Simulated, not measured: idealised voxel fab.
Herein follows the process module entitled voxel spacer lines.
Xsec cut, 215 nm wide, square cell size 5 nm.
For the purposes of this document, a cross-section shall be understood as a grid of square cells, specified as bands listed in top-to-bottom order, each band consisting of one or more rows of cells.
What a band's entry tells you: where the top is and where the bottom is, as heights in nm, and after that what lies inside, material by material from left to right, each with its width in nm. Empty space is written as the word "empty", and a single material marked with the word "edge to edge" occupies the band from edge to edge.
Heights are reckoned from 0. Under this level, the received wafer is all of one material. The bottommost band is open-ended downward, for example "z 0 and below".
Graded width ("30->40"): value in top row of band = first number; value in bottom row = second number; row-to-row change constant.
It should be understood that the words "remained the same", when stated for a given step, signify that the cross-section underwent no change in any of its cells during that step.
"Trapped voids" contains a list of empty spaces, each no smaller than 8 cells and without an open way to the top, written in the form width x height at distance with the distance from the left edge and all three in nm.
Step line, after settings: the simulator's comment on this step.
You can add "overlay nm" to a step's line. For a step with a mask, it describes how far the mask lay to the right of its planned position, and a negative number describes a lay to the left.
This section lists the process steps that were planned:
| 1 | RECEIVE [material Si] |
| 2 | CONFORMAL_DEP [material Al2O3] [thk nm 10] |
| 3 | DIRECTIONAL_DEP [material SiN] [thk nm 15] |
| 4 | DIRECTIONAL_DEP [material polySi] [thk nm 30] |
| 5 | PATTERN [tone cover] [mask id MANDREL] [material resist] [width nm 15] [pitch nm 60] [thk nm 35] [overlay nm 0] |
| 6 | DIRECTIONAL_ETCH [etch materials polySi] [depth nm 30] |
| 7 | STRIP [etch materials resist] |
| 8 | CONFORMAL_DEP [material SiO2] [thk nm 10] |
| 9 | DIRECTIONAL_ETCH [etch materials SiO2] [depth nm 10] |
| 10 | STRIP [etch materials polySi] |
| 11 | DIRECTIONAL_ETCH [etch materials SiN] [depth nm 15] |
| 12 | STRIP [etch materials SiO2] |
Same starting wafers, different width nm at step 5. Plan value belongs to the first wafer.
The first of several wafers, as received after step 1, seen in section:
* z 0 and below  Si edge to edge
* Trapped voids: none
Tabulated below, wafer by wafer, are the end-of-module results: for each material, the number of cells gained (+) or lost (-) relative to the as-received state, followed by the closed voids:
width nm 15 | +86 Al2O3 | +24 SiN | Trapped voids: none
width nm 20 | +86 Al2O3 | +24 SiN | Trapped voids: none
width nm 25 | +86 Al2O3 | +24 SiN | Trapped voids: none
width nm 30 | +86 Al2O3 | +24 SiN | Trapped voids: none
width nm 35 | +86 Al2O3 | +24 SiN | Trapped voids: none
